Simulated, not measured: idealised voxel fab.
voxel released beams: a process module
FYI the section here is cut, 150 nm wide, cells are 5 nm squares.
In what follows, cross-sections appear as grids of square cells, described through bands that run from the top down, where every band is one or more rows of cells.
Band entry format. Leading values: height of top, height of bottom, nm. Remainder: materials in left-to-right order, each with its width in nm. Special words: "full width" on a single material, which then fills the band edge to edge; "air", empty space.
Heads up on the height convention: 0 is the point under which the incoming wafer is all one material, and the lowest band has no bottom, it just keeps going down, like "from 0 down".
Note: "30->40" means the width goes from the first number (top row of the band) to the second number (bottom row) in equal steps per row of cells.
Given "remained unchanged" for a step, no cell of the cross-section differs between before and after that step.
Entry "Unvented cavities". Content: empty spaces with no open connection to the top, size 8 cells or greater. Each: width x height at distance. Distance: from left edge. Unit: nm.
Anything after a step's settings on that line? It's the simulator's own note about the step.
overlay nm: where the mask lay relative to plan, measured to the right, on steps with a mask; negatives go left.
THESE ARE THE STEPS WE PLANNED FOR THE PROCESS
1,RECEIVE (material Si)
2,CONFORMAL_DEP (material Al2O3; thk nm 5)
3,DIRECTIONAL_DEP (material SiO2; thk nm 20)
4,DIRECTIONAL_DEP (material aC; thk nm 10)
5,PATTERN (tone open; mask id ANCHOR; material resist; width nm 40; thk nm 30; overlay nm -5)
6,DIRECTIONAL_ETCH (etch materials aC; depth nm 10)
7,STRIP (etch materials resist)
8,DIRECTIONAL_ETCH (etch materials SiO2; depth nm 20)
9,STRIP (etch materials aC)
10,CONFORMAL_DEP (material polySi; thk nm 15)
11,PATTERN (tone cover; mask id BEAM; material resist; width nm 115; thk nm 15; overlay nm 0)
12,DIRECTIONAL_ETCH (etch materials polySi; depth nm 15)
13,STRIP (etch materials resist)
14,STRIP (etch materials SiO2)
Be aware that, although all wafers share a common starting state, the overlay nm at step 5 differs among them, and the plan displays the first wafer's value.
AS RECEIVED, I.E. AFTER STEP 1: CROSS-SECTION THROUGH THE FIRST OF SEVERAL WAFERS
from 0 down | Si full width
Unvented cavities: none
END OF MODULE, BY WAFER: MATERIAL-BY-MATERIAL CELL GAIN (+) OR LOSS (-) SINCE RECEIPT, THEN CLOSED VOIDS
overlay nm -5, +30 Al2O3, +93 polySi, Unvented cavities: none
overlay nm 0, +30 Al2O3, +93 polySi, Unvented cavities: none
overlay nm 5, +30 Al2O3, +93 polySi, Unvented cavities: none
overlay nm 10, +30 Al2O3, +93 polySi, Unvented cavities: none
overlay nm 15, +30 Al2O3, +93 polySi, Unvented cavities: none
